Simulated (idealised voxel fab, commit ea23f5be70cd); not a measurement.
process module | voxel wiring stack
cross-section cut | 265 nm wide | cells 5 nm
A cross-section is a grid of square cells, given in bands from the top down. A band is one or more rows of cells.
Each band's line starts with the height of the band's top and of its bottom, in nm. Then come its materials from left to right, each with its width in nm. One material with "throughout" fills the band from edge to edge. "air" is empty space.
Height 0 is the level under which the wafer as received is all one material. The lowest band goes on downwards, as in "0 down".
A width such as "30 to 40" changes by the same amount from each row of cells to the next, from the band's top row to its bottom row.
"no change" after a step means that no cell of the cross-section changed.
closed voids: empty space of 8 cells or more with no open way to the top, each as width x height at its distance from the left edge, in nm
after a step's settings: what the simulator itself notes on the step
overlay nm, on a step with a mask: how far to the right of its planned place the mask lay; to the left if negative
plan
1 op RECEIVE | material Si
2 op CONFORMAL_DEP | material SiO2 | thk nm 10
3 op CONFORMAL_DEP | material SiCN | thk nm 5
4 op DIRECTIONAL_DEP | material SiO2 | thk nm 20
5 op DIRECTIONAL_DEP | material aC | thk nm 15
6 op PATTERN | tone open | mask id METAL_1 | material resist | width nm 30 | pitch nm 60 | thk nm 35 | overlay nm 0
7 op DIRECTIONAL_ETCH | etch materials aC | depth nm 15
8 op STRIP | etch materials resist
9 op DIRECTIONAL_ETCH | etch materials SiO2 | depth nm 20
10 op DIRECTIONAL_ETCH | etch materials SiCN | depth nm 5
11 op STRIP | etch materials aC
12 op CONFORMAL_DEP | material TiN | thk nm 5
13 op FILL_DEP | material W | thk nm 5
14 op CMP | height nm 35
15 op EPI | material Ru | thk nm 5
16 op FILL_DEP | material SiCN | thk nm 5
17 op DIRECTIONAL_DEP | material SiO2 | thk nm 10
18 op PATTERN | tone open | mask id PLUG_1 | material resist | width nm 15 | pitch nm 60 | thk nm 15 | overlay nm 0
19 op DIRECTIONAL_ETCH | etch materials SiO2 | depth nm 10
20 op DIRECTIONAL_ETCH | etch materials SiCN | depth nm 5
21 op STRIP | etch materials resist
22 op EPI | material Ru | thk nm 10
23 op EPI | material Ru | thk nm 5
24 op DIRECTIONAL_DEP | material TiN | thk nm 5
25 op DIRECTIONAL_DEP | material W | thk nm 15
26 op DIRECTIONAL_DEP | material aC | thk nm 15
27 op PATTERN | tone cover | mask id METAL_2 | material resist | width nm 30 | pitch nm 60 | thk nm 30 | overlay nm 0
28 op DIRECTIONAL_ETCH | etch materials aC | depth nm 15
29 op STRIP | etch materials resist
30 op DIRECTIONAL_ETCH | etch materials W | depth nm 15
31 op DIRECTIONAL_ETCH | etch materials TiN | depth nm 5
32 op STRIP | etch materials aC
33 op CONFORMAL_DEP | material SiN | thk nm 5
34 op FILL_DEP | material lowk | thk nm 5
35 op CMP | height nm 75
36 op CONFORMAL_DEP | material SiCN | thk nm 5
as received, after step 1
  0 down: Si throughout
  closed voids: none
a wafer at the end: this start, this plan, one mistake
  80 to 75: SiCN throughout
  75 to 70: lowk 50 | SiN 5 | W 30 | SiN 5 | lowk 20 | SiN 5 | W 30 | SiN 5 | lowk 20 | SiN 5 | W 30 | SiN 5 | lowk 55
  70 to 65: lowk 40 | SiN 15 | TiN 25 | W 5 | SiN 5 | lowk 10 | SiN 15 | TiN 25 | W 5 | SiN 5 | lowk 10 | SiN 15 | TiN 25 | W 5 | SiN 5 | lowk 55
  65 to 60: lowk 40 | SiN 5 | Ru 35 | W 5 | SiN 5 | lowk 10 | SiN 5 | Ru 35 | W 5 | SiN 5 | lowk 10 | SiN 5 | Ru 35 | W 5 | SiN 5 | lowk 55
  60 to 55: SiN 45 | Ru 35 | TiN 5 | SiN 20 | Ru 35 | TiN 5 | SiN 20 | Ru 35 | TiN 5 | SiN 60
  55 to 45: SiO2 55 | Ru 15 | SiO2 45 | Ru 15 | SiO2 45 | Ru 15 | SiO2 75
  45 to 35: SiCN 55 to 50 | Ru 15 to 40 | SiCN 45 to 20 | Ru 15 to 40 | SiCN 45 to 20 | Ru 15 to 40 | SiCN 75 to 55
  35 to 15: SiO2 55 | TiN 5 | W 20 | TiN 5 | SiO2 30 | TiN 5 | W 20 | TiN 5 | SiO2 30 | TiN 5 | W 20 | TiN 5 | SiO2 60
  15 to 10: SiCN 55 | TiN 30 | SiCN 30 | TiN 30 | SiCN 30 | TiN 30 | SiCN 60
  10 to 0: SiO2 throughout
  0 down: Si throughout
  closed voids: none
what went wrong: step 22 was run twice
